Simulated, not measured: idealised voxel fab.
process module | voxel capacitor over wiring
cross-section cut | 235 nm wide | cells 5 nm
A cross-section is a grid of square cells, given in bands from the top down. A band is one or more rows of cells.
Each band's line starts with the height of the band's top and of its bottom, in nm. Then come its materials from left to right, each with its width in nm. One material with "throughout" fills the band from edge to edge. "air" is empty space.
Height 0 is the level under which the wafer as received is all one material. The lowest band goes on downwards, as in "0 down".
A width such as "30 to 40" changes by the same amount from each row of cells to the next, from the band's top row to its bottom row.
"no change" after a step means that no cell of the cross-section changed.
closed voids: empty space of 8 cells or more with no open way to the top, each as width x height at its distance from the left edge, in nm
after a step's settings: what the simulator itself notes on the step
overlay nm, on a step with a mask: how far to the right of its planned place the mask lay; to the left if negative
plan
1 op RECEIVE | material Si
2 op CONFORMAL_DEP | material SiO2 | thk nm 15
3 op DIRECTIONAL_DEP | material TiN | thk nm 5
4 op DIRECTIONAL_DEP | material W | thk nm 20
5 op DIRECTIONAL_DEP | material aC | thk nm 15
6 op PATTERN | tone cover | mask id METAL_1 | material resist | width nm 25 | pitch nm 85 | thk nm 35 | overlay nm 0
7 op DIRECTIONAL_ETCH | etch materials aC | depth nm 15
8 op STRIP | etch materials resist
9 op DIRECTIONAL_ETCH | etch materials W | depth nm 20
10 op DIRECTIONAL_ETCH | etch materials TiN | depth nm 5
11 op STRIP | etch materials aC
12 op FILL_DEP | material SiO2 | thk nm 10
13 op CMP | height nm 30
14 op CONFORMAL_DEP | material SiCN | thk nm 5
15 op DIRECTIONAL_DEP | material lowk | thk nm 15
16 op MASKED_ETCH | tone open | mask id PLUG_1 | width nm 15 | etch materials lowk | depth nm 15 | overlay nm 0
17 op MASKED_ETCH | tone open | mask id PLUG_1 | width nm 15 | etch materials SiCN | depth nm 5 | overlay nm 0
18 op CONFORMAL_DEP | material TiN | thk nm 5
19 op FILL_DEP | material Ru | thk nm 10
20 op CMP | height nm 60
21 op DIRECTIONAL_DEP | material TiN | thk nm 5
22 op DIRECTIONAL_DEP | material SiN | thk nm 5
23 op DIRECTIONAL_DEP | material TiN | thk nm 10
24 op DIRECTIONAL_DEP | material aC | thk nm 10
25 op PATTERN | tone cover | mask id UPPER_PLATE | material resist | width nm 65 | thk nm 25 | overlay nm 0
26 op DIRECTIONAL_ETCH | etch materials aC | depth nm 10
27 op STRIP | etch materials resist
28 op DIRECTIONAL_ETCH | etch materials TiN | depth nm 10
29 op DIRECTIONAL_ETCH | etch materials SiN | depth nm 5
30 op STRIP | etch materials aC
31 op DIRECTIONAL_DEP | material aC | thk nm 10
32 op PATTERN | tone cover | mask id LOWER_PLATE | material resist | width nm 75 | thk nm 30 | overlay nm 0
33 op DIRECTIONAL_ETCH | etch materials aC | depth nm 10
34 op STRIP | etch materials resist
35 op DIRECTIONAL_ETCH | etch materials TiN | depth nm 5
36 op STRIP | etch materials aC
37 op FILL_DEP | material SiO2 | thk nm 15
38 op CMP | height nm 90
39 op PATTERN | tone open | mask id PLUG_2 | material resist | width nm 15 | thk nm 20 | overlay nm 0
40 op DIRECTIONAL_ETCH | etch materials SiO2 | depth nm 10
41 op STRIP | etch materials resist
42 op CONFORMAL_DEP | material TiN | thk nm 5
43 op FILL_DEP | material Cu | thk nm 5
44 op CMP | height nm 90
45 op CONFORMAL_DEP | material SiN | thk nm 5
varied across the wafers: height nm of step 13. The plan shows the first wafer's value. All wafers start alike
first wafer as received, after step 1
  0 down: Si throughout
  closed voids: none
each wafer at the end: cells of each material gained (+) or lost (-) since it was received, then its closed voids
height nm 30 | +1 Cu | +51 Ru | +44 SiCN | +60 SiN | +474 SiO2 | +111 TiN | +20 W | +132 lowk | closed voids: none
height nm 35 | +1 Cu | +4 Ru | +44 SiCN | +60 SiN | +511 SiO2 | +111 TiN | +30 W | +132 lowk | closed voids: none
height nm 40 | +1 Cu | +3 Ru | +44 SiCN | +60 SiN | +548 SiO2 | +65 TiN | +40 W | +132 lowk | closed voids: none
height nm 45 | +1 Cu | +2 Ru | +44 SiCN | +60 SiN | +595 SiO2 | +63 TiN | +40 W | +88 lowk | closed voids: none
height nm 50 | +1 Cu | +1 Ru | +44 SiCN | +60 SiN | +642 SiO2 | +61 TiN | +40 W | +44 lowk | closed voids: none
